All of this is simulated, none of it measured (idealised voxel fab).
The name of this process module is voxel wiring stack.
The cross-section on display is named cut; it measures 295 nm wide, and its cells are 5 nm squares.
When this document writes out a cross-section, it uses a grid of square cells and lists it as bands, beginning at the top and moving down, with a band standing for one or more rows of cells.
This entry defines a band. It first specifies the height of the band's top and the height of its bottom in nm, and then specifies the band's materials from left to right, stating each material with its width in nm. The word "full width" identifies a single material that fills the band from edge to edge, while the word "blank" identifies empty space.
Where do heights start? At 0: under that level the wafer as delivered is made of one material only. And the lowest band has no floor; it just carries on downward, as in "0 and below".
The expression "30..40" gives the width at the extremes of the band, the first number at its top row of cells and the second at its bottom row, with the width changing by equal amounts from each row to the next in between.
You'll sometimes find "nothing got changed" written for a step, and that's the way of saying that nowhere in the cross-section did a cell change during that step.
Each empty space that has no open way to the top and spans at least 8 cells appears under "Enclosed empty spaces" as width x height at distance, the distance counted from the left edge, all in nm.
Heads up: the bit after the settings on a step's line is the simulator's remark on that step.
On any step carrying a mask, the "overlay nm" setting, if present on the step's line, tells how far right of its planned place the mask lay; negative values point to the left.

Steps in the process plan
| 1 | RECEIVE (material Si) |
| 2 | CONFORMAL_DEP (material SiO2; thk nm 10) |
| 3 | DIRECTIONAL_DEP (material TiN; thk nm 5) |
| 4 | DIRECTIONAL_DEP (material Ru; thk nm 15) |
| 5 | PATTERN (tone cover; mask id METAL_1; material resist; width nm 30; pitch nm 60; thk nm 20; overlay nm 0) |
| 6 | DIRECTIONAL_ETCH (etch materials Ru; depth nm 15) |
| 7 | DIRECTIONAL_ETCH (etch materials TiN; depth nm 5) |
| 8 | STRIP (etch materials resist) |
| 9 | FILL_DEP (material SiO2; thk nm 5) |
| 10 | CMP (height nm 30) |
| 11 | CONFORMAL_DEP (material SiCN; thk nm 5) |
| 12 | DIRECTIONAL_DEP (material SiO2; thk nm 20) |
| 13 | MASKED_ETCH (tone open; mask id PLUG_1; width nm 15; pitch nm 120; etch materials SiO2; depth nm 20; overlay nm 0) |
| 14 | MASKED_ETCH (tone open; mask id PLUG_1; width nm 15; pitch nm 120; etch materials SiCN; depth nm 5; overlay nm 0) |
| 15 | EPI (material Ru; thk nm 10) |
| 16 | EPI (material Ru; thk nm 10) |
| 17 | EPI (material Ru; thk nm 5) |
| 18 | DIRECTIONAL_DEP (material TiN; thk nm 5) |
| 19 | DIRECTIONAL_DEP (material Ru; thk nm 25) |
| 20 | MASKED_ETCH (tone cover; mask id METAL_2; width nm 30; pitch nm 60; etch materials Ru; depth nm 25; overlay nm 0) |
| 21 | MASKED_ETCH (tone cover; mask id METAL_2; width nm 30; pitch nm 60; etch materials TiN; depth nm 5; overlay nm 0) |
| 22 | CONFORMAL_DEP (material SiCN; thk nm 5) |
| 23 | FILL_DEP (material SiO2; thk nm 5) |
| 24 | CMP (height nm 85) |
| 25 | CONFORMAL_DEP (material SiCN; thk nm 5) |

Wafer, first of two, run as planned

Wafer as received: cross-section following step 1
	0 and below: Si full width
	Enclosed empty spaces: none

Take a look at the wafer's cross-section after step 2
	10 down to 0: SiO2 full width
	Whatever lies below 0 is exactly as it was before.

Take a look at the wafer's cross-section after step 3
	15 down to 10: TiN full width
	Whatever lies below 10 is exactly as it was before.

Take a look at the wafer's cross-section after step 4
	30 down to 15: Ru full width
	Whatever lies below 15 is exactly as it was before.

Take a look at the wafer's cross-section after step 5
	50 down to 30: 40 nm blank; 30 nm resist; 30 nm blank; 30 nm resist; 30 nm blank; 30 nm resist; 30 nm blank; 30 nm resist; 45 nm blank
	Whatever lies below 30 is exactly as it was before.

Take a look at the wafer's cross-section after step 6
	50 down to 30: 40 nm blank; 30 nm resist; 30 nm blank; 30 nm resist; 30 nm blank; 30 nm resist; 30 nm blank; 30 nm resist; 45 nm blank
	30 down to 15: 40 nm blank; 30 nm Ru; 30 nm blank; 30 nm Ru; 30 nm blank; 30 nm Ru; 30 nm blank; 30 nm Ru; 45 nm blank
	Whatever lies below 15 is exactly as it was before.

Take a look at the wafer's cross-section after step 7
	50 down to 30: 40 nm blank; 30 nm resist; 30 nm blank; 30 nm resist; 30 nm blank; 30 nm resist; 30 nm blank; 30 nm resist; 45 nm blank
	30 down to 15: 40 nm blank; 30 nm Ru; 30 nm blank; 30 nm Ru; 30 nm blank; 30 nm Ru; 30 nm blank; 30 nm Ru; 45 nm blank
	15 down to 10: 40 nm blank; 30 nm TiN; 30 nm blank; 30 nm TiN; 30 nm blank; 30 nm TiN; 30 nm blank; 30 nm TiN; 45 nm blank
	Whatever lies below 10 is exactly as it was before.

Take a look at the wafer's cross-section after step 8
	30 down to 15: 40 nm blank; 30 nm Ru; 30 nm blank; 30 nm Ru; 30 nm blank; 30 nm Ru; 30 nm blank; 30 nm Ru; 45 nm blank
	Whatever lies below 15 is exactly as it was before.

Take a look at the wafer's cross-section after step 9
	35 down to 30: SiO2 full width
	30 down to 15: 40 nm SiO2; 30 nm Ru; 30 nm SiO2; 30 nm Ru; 30 nm SiO2; 30 nm Ru; 30 nm SiO2; 30 nm Ru; 45 nm SiO2
	15 down to 10: 40 nm SiO2; 30 nm TiN; 30 nm SiO2; 30 nm TiN; 30 nm SiO2; 30 nm TiN; 30 nm SiO2; 30 nm TiN; 45 nm SiO2
	Whatever lies below 10 is exactly as it was before.

Take a look at the wafer's cross-section after step 10
	30 down to 15: 40 nm SiO2; 30 nm Ru; 30 nm SiO2; 30 nm Ru; 30 nm SiO2; 30 nm Ru; 30 nm SiO2; 30 nm Ru; 45 nm SiO2
	Whatever lies below 15 is exactly as it was before.

Take a look at the wafer's cross-section after step 11
	35 down to 30: SiCN full width
	Whatever lies below 30 is exactly as it was before.

Take a look at the wafer's cross-section after step 12
	55 down to 35: SiO2 full width
	Whatever lies below 35 is exactly as it was before.

Take a look at the wafer's cross-section after step 13
	55 down to 35: 40 nm SiO2; 15 nm blank; 105 nm SiO2; 15 nm blank; 120 nm SiO2
	Whatever lies below 35 is exactly as it was before.

Take a look at the wafer's cross-section after step 14
	55 down to 35: 40 nm SiO2; 15 nm blank; 105 nm SiO2; 15 nm blank; 120 nm SiO2
	35 down to 30: 40 nm SiCN; 15 nm blank; 105 nm SiCN; 15 nm blank; 120 nm SiCN
	Whatever lies below 30 is exactly as it was before.

Take a look at the wafer's cross-section after step 15
	55 down to 40: 40 nm SiO2; 15 nm blank; 105 nm SiO2; 15 nm blank; 120 nm SiO2
	40 down to 35: 40 nm SiO2; 15 nm Ru; 105 nm SiO2; 15 nm Ru; 120 nm SiO2
	35 down to 30: 40 nm SiCN; 15 nm Ru; 105 nm SiCN; 15 nm Ru; 120 nm SiCN
	Whatever lies below 30 is exactly as it was before.

Take a look at the wafer's cross-section after step 16
	55 down to 50: 40 nm SiO2; 15 nm blank; 105 nm SiO2; 15 nm blank; 120 nm SiO2
	50 down to 35: 40 nm SiO2; 15 nm Ru; 105 nm SiO2; 15 nm Ru; 120 nm SiO2
	Whatever lies below 35 is exactly as it was before.

Take a look at the wafer's cross-section after step 17
	55 down to 35: 40 nm SiO2; 15 nm Ru; 105 nm SiO2; 15 nm Ru; 120 nm SiO2
	Whatever lies below 35 is exactly as it was before.

Take a look at the wafer's cross-section after step 18
	60 down to 55: TiN full width
	Whatever lies below 55 is exactly as it was before.

Take a look at the wafer's cross-section after step 19
	85 down to 60: Ru full width
	Whatever lies below 60 is exactly as it was before.

Take a look at the wafer's cross-section after step 20
	85 down to 60: 40 nm blank; 30 nm Ru; 30 nm blank; 30 nm Ru; 30 nm blank; 30 nm Ru; 30 nm blank; 30 nm Ru; 45 nm blank
	Whatever lies below 60 is exactly as it was before.

Take a look at the wafer's cross-section after step 21
	85 down to 60: 40 nm blank; 30 nm Ru; 30 nm blank; 30 nm Ru; 30 nm blank; 30 nm Ru; 30 nm blank; 30 nm Ru; 45 nm blank
	60 down to 55: 40 nm blank; 30 nm TiN; 30 nm blank; 30 nm TiN; 30 nm blank; 30 nm TiN; 30 nm blank; 30 nm TiN; 45 nm blank
	Whatever lies below 55 is exactly as it was before.

Take a look at the wafer's cross-section after step 22
	90 down to 85: 35 nm blank; 40 nm SiCN; 20 nm blank; 40 nm SiCN; 20 nm blank; 40 nm SiCN; 20 nm blank; 40 nm SiCN; 40 nm blank
	85 down to 60: 35 nm blank; 5 nm SiCN; 30 nm Ru; 5 nm SiCN; 20 nm blank; 5 nm SiCN; 30 nm Ru; 5 nm SiCN; 20 nm blank; 5 nm SiCN; 30 nm Ru; 5 nm SiCN; 20 nm blank; 5 nm SiCN; 30 nm Ru; 5 nm SiCN; 40 nm blank
	60 down to 55: 40 nm SiCN; 30 nm TiN; 30 nm SiCN; 30 nm TiN; 30 nm SiCN; 30 nm TiN; 30 nm SiCN; 30 nm TiN; 45 nm SiCN
	Whatever lies below 55 is exactly as it was before.

Take a look at the wafer's cross-section after step 23
	95 down to 90: SiO2 full width
	90 down to 85: 35 nm SiO2; 40 nm SiCN; 20 nm SiO2; 40 nm SiCN; 20 nm SiO2; 40 nm SiCN; 20 nm SiO2; 40 nm SiCN; 40 nm SiO2
	85 down to 60: 35 nm SiO2; 5 nm SiCN; 30 nm Ru; 5 nm SiCN; 20 nm SiO2; 5 nm SiCN; 30 nm Ru; 5 nm SiCN; 20 nm SiO2; 5 nm SiCN; 30 nm Ru; 5 nm SiCN; 20 nm SiO2; 5 nm SiCN; 30 nm Ru; 5 nm SiCN; 40 nm SiO2
	Whatever lies below 60 is exactly as it was before.

Take a look at the wafer's cross-section after step 24
	85 down to 60: 35 nm SiO2; 5 nm SiCN; 30 nm Ru; 5 nm SiCN; 20 nm SiO2; 5 nm SiCN; 30 nm Ru; 5 nm SiCN; 20 nm SiO2; 5 nm SiCN; 30 nm Ru; 5 nm SiCN; 20 nm SiO2; 5 nm SiCN; 30 nm Ru; 5 nm SiCN; 40 nm SiO2
	Whatever lies below 60 is exactly as it was before.

Take a look at the wafer's cross-section after step 25
	90 down to 85: SiCN full width
	Whatever lies below 85 is exactly as it was before.

The Second Wafer: Common Origin and Plan, One Mistake in Execution, Identical to the First Through Step 11

Planned end of step 12: second wafer, cross-section
	75 down to 35: SiO2 full width
	Whatever lies below 35 is exactly as it was before.

Planned end of step 13: second wafer, cross-section
	75 down to 55: 40 nm SiO2; 15 nm blank; 105 nm SiO2; 15 nm blank; 120 nm SiO2
	Whatever lies below 55 is exactly as it was before.

Planned end of step 14: second wafer, cross-section: nothing got changed

Planned end of step 15: second wafer, cross-section: nothing got changed

Planned end of step 16: second wafer, cross-section: nothing got changed

Planned end of step 17: second wafer, cross-section: nothing got changed

Planned end of step 18: second wafer, cross-section
	80 down to 75: 40 nm TiN; 15 nm blank; 105 nm TiN; 15 nm blank; 120 nm TiN
	75 down to 60: 40 nm SiO2; 15 nm blank; 105 nm SiO2; 15 nm blank; 120 nm SiO2
	60 down to 55: 40 nm SiO2; 15 nm TiN; 105 nm SiO2; 15 nm TiN; 120 nm SiO2
	Whatever lies below 55 is exactly as it was before.

Planned end of step 19: second wafer, cross-section
	105 down to 85: 40 nm Ru; 15 nm blank; 105 nm Ru; 15 nm blank; 120 nm Ru
	85 down to 80: Ru full width
	80 down to 75: 40 nm TiN; 15 nm Ru; 105 nm TiN; 15 nm Ru; 120 nm TiN
	75 down to 60: 40 nm SiO2; 15 nm Ru; 105 nm SiO2; 15 nm Ru; 120 nm SiO2
	Whatever lies below 60 is exactly as it was before.

Planned end of step 20: second wafer, cross-section
	105 down to 85: 55 nm blank; 15 nm Ru; 30 nm blank; 30 nm Ru; 45 nm blank; 15 nm Ru; 30 nm blank; 30 nm Ru; 45 nm blank
	85 down to 80: 40 nm blank; 30 nm Ru; 30 nm blank; 30 nm Ru; 30 nm blank; 30 nm Ru; 30 nm blank; 30 nm Ru; 45 nm blank
	Whatever lies below 80 is exactly as it was before.

Planned end of step 21: second wafer, cross-section
	105 down to 85: 55 nm blank; 15 nm Ru; 30 nm blank; 30 nm Ru; 45 nm blank; 15 nm Ru; 30 nm blank; 30 nm Ru; 45 nm blank
	85 down to 80: 40 nm blank; 30 nm Ru; 30 nm blank; 30 nm Ru; 30 nm blank; 30 nm Ru; 30 nm blank; 30 nm Ru; 45 nm blank
	80 down to 75: 40 nm blank; 15 nm Ru; 15 nm TiN; 30 nm blank; 30 nm TiN; 30 nm blank; 15 nm Ru; 15 nm TiN; 30 nm blank; 30 nm TiN; 45 nm blank
	Whatever lies below 75 is exactly as it was before.

Planned end of step 22: second wafer, cross-section
	110 down to 105: 50 nm blank; 25 nm SiCN; 20 nm blank; 40 nm SiCN; 35 nm blank; 25 nm SiCN; 20 nm blank; 40 nm SiCN; 40 nm blank
	105 down to 90: 50 nm blank; 5 nm SiCN; 15 nm Ru; 5 nm SiCN; 20 nm blank; 5 nm SiCN; 30 nm Ru; 5 nm SiCN; 35 nm blank; 5 nm SiCN; 15 nm Ru; 5 nm SiCN; 20 nm blank; 5 nm SiCN; 30 nm Ru; 5 nm SiCN; 40 nm blank
	90 down to 80: 35 nm blank; 20..5 nm SiCN; 15..30 nm Ru; 5 nm SiCN; 20 nm blank; 5 nm SiCN; 30 nm Ru; 5 nm SiCN; 20 nm blank; 20..5 nm SiCN; 15..30 nm Ru; 5 nm SiCN; 20 nm blank; 5 nm SiCN; 30 nm Ru; 5 nm SiCN; 40 nm blank
	80 down to 75: 40 nm SiCN; 15 nm Ru; 15 nm TiN; 30 nm SiCN; 30 nm TiN; 30 nm SiCN; 15 nm Ru; 15 nm TiN; 30 nm SiCN; 30 nm TiN; 45 nm SiCN
	Whatever lies below 75 is exactly as it was before.

Planned end of step 23: second wafer, cross-section
	115 down to 110: SiO2 full width
	110 down to 105: 50 nm SiO2; 25 nm SiCN; 20 nm SiO2; 40 nm SiCN; 35 nm SiO2; 25 nm SiCN; 20 nm SiO2; 40 nm SiCN; 40 nm SiO2
	105 down to 90: 50 nm SiO2; 5 nm SiCN; 15 nm Ru; 5 nm SiCN; 20 nm SiO2; 5 nm SiCN; 30 nm Ru; 5 nm SiCN; 35 nm SiO2; 5 nm SiCN; 15 nm Ru; 5 nm SiCN; 20 nm SiO2; 5 nm SiCN; 30 nm Ru; 5 nm SiCN; 40 nm SiO2
	90 down to 80: 35 nm SiO2; 20..5 nm SiCN; 15..30 nm Ru; 5 nm SiCN; 20 nm SiO2; 5 nm SiCN; 30 nm Ru; 5 nm SiCN; 20 nm SiO2; 20..5 nm SiCN; 15..30 nm Ru; 5 nm SiCN; 20 nm SiO2; 5 nm SiCN; 30 nm Ru; 5 nm SiCN; 40 nm SiO2
	Whatever lies below 80 is exactly as it was before.

Planned end of step 24: second wafer, cross-section
	85 down to 80: 35 nm SiO2; 5 nm SiCN; 30 nm Ru; 5 nm SiCN; 20 nm SiO2; 5 nm SiCN; 30 nm Ru; 5 nm SiCN; 20 nm SiO2; 5 nm SiCN; 30 nm Ru; 5 nm SiCN; 20 nm SiO2; 5 nm SiCN; 30 nm Ru; 5 nm SiCN; 40 nm SiO2
	Whatever lies below 80 is exactly as it was before.

Planned end of step 25: second wafer, cross-section
	90 down to 85: SiCN full width
	Whatever lies below 85 is exactly as it was before.
Finding, execution versus plan: step 12 of the plan was performed twice
The second wafer ends with more or fewer cells of some materials than the first, per final count: Ru: 102 fewer, SiCN: 26 fewer, SiO2: 128 more
